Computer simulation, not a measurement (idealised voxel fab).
process module | voxel spacer lines
cross-section cut | 185 nm wide | cells 5 nm
A cross-section is a grid of square cells, given in bands from the top down. A band is one or more rows of cells.
Each band's line starts with the height of the band's top and of its bottom, in nm. Then come its materials from left to right, each with its width in nm. One material with "throughout" fills the band from edge to edge. "air" is empty space.
Height 0 is the level under which the wafer as received is all one material. The lowest band goes on downwards, as in "0 down".
A width such as "30 to 40" changes by the same amount from each row of cells to the next, from the band's top row to its bottom row.
"no change" after a step means that no cell of the cross-section changed.
closed voids: empty space of 8 cells or more with no open way to the top, each as width x height at its distance from the left edge, in nm
after a step's settings: what the simulator itself notes on the step
overlay nm, on a step with a mask: how far to the right of its planned place the mask lay; to the left if negative
plan
1 op RECEIVE | material Si
2 op CONFORMAL_DEP | material Al2O3 | thk nm 10
3 op DIRECTIONAL_DEP | material W | thk nm 15
4 op DIRECTIONAL_DEP | material aC | thk nm 20
5 op PATTERN | tone cover | mask id MANDREL | material resist | width nm 15 | pitch nm 50 | thk nm 30 | overlay nm 0
6 op DIRECTIONAL_ETCH | etch materials aC | depth nm 20
7 op STRIP | etch materials resist
8 op CONFORMAL_DEP | material SiN | thk nm 10
9 op DIRECTIONAL_ETCH | etch materials SiN | depth nm 10
10 op STRIP | etch materials aC
11 op DIRECTIONAL_ETCH | etch materials W | depth nm 15
12 op STRIP | etch materials SiN
13 op FILL_DEP | material SiO2 | thk nm 10
14 op CMP | height nm 25
as received, after step 1
  0 down: Si throughout
  closed voids: none
first wafer at the end, as planned
  25 to 10: SiO2 25 | W 10 | SiO2 15 | W 10 | SiO2 15 | W 10 | SiO2 15 | W 10 | SiO2 15 | W 10 | SiO2 15 | W 10 | SiO2 25
  10 to 0: Al2O3 throughout
  0 down: Si throughout
  closed voids: none
second wafer at the end: like start, like plan, one mistake
  25 to 15: SiO2 throughout
  15 to 0: SiO2 25 | W 10 | SiO2 15 | W 10 | SiO2 15 | W 10 | SiO2 15 | W 10 | SiO2 15 | W 10 | SiO2 15 | W 10 | SiO2 25
  0 down: Si throughout
  closed voids: none
what went wrong: step 2 was left out
at the end the second wafer has, in cells: 74 fewer of Al2O3 | 74 more of SiO2
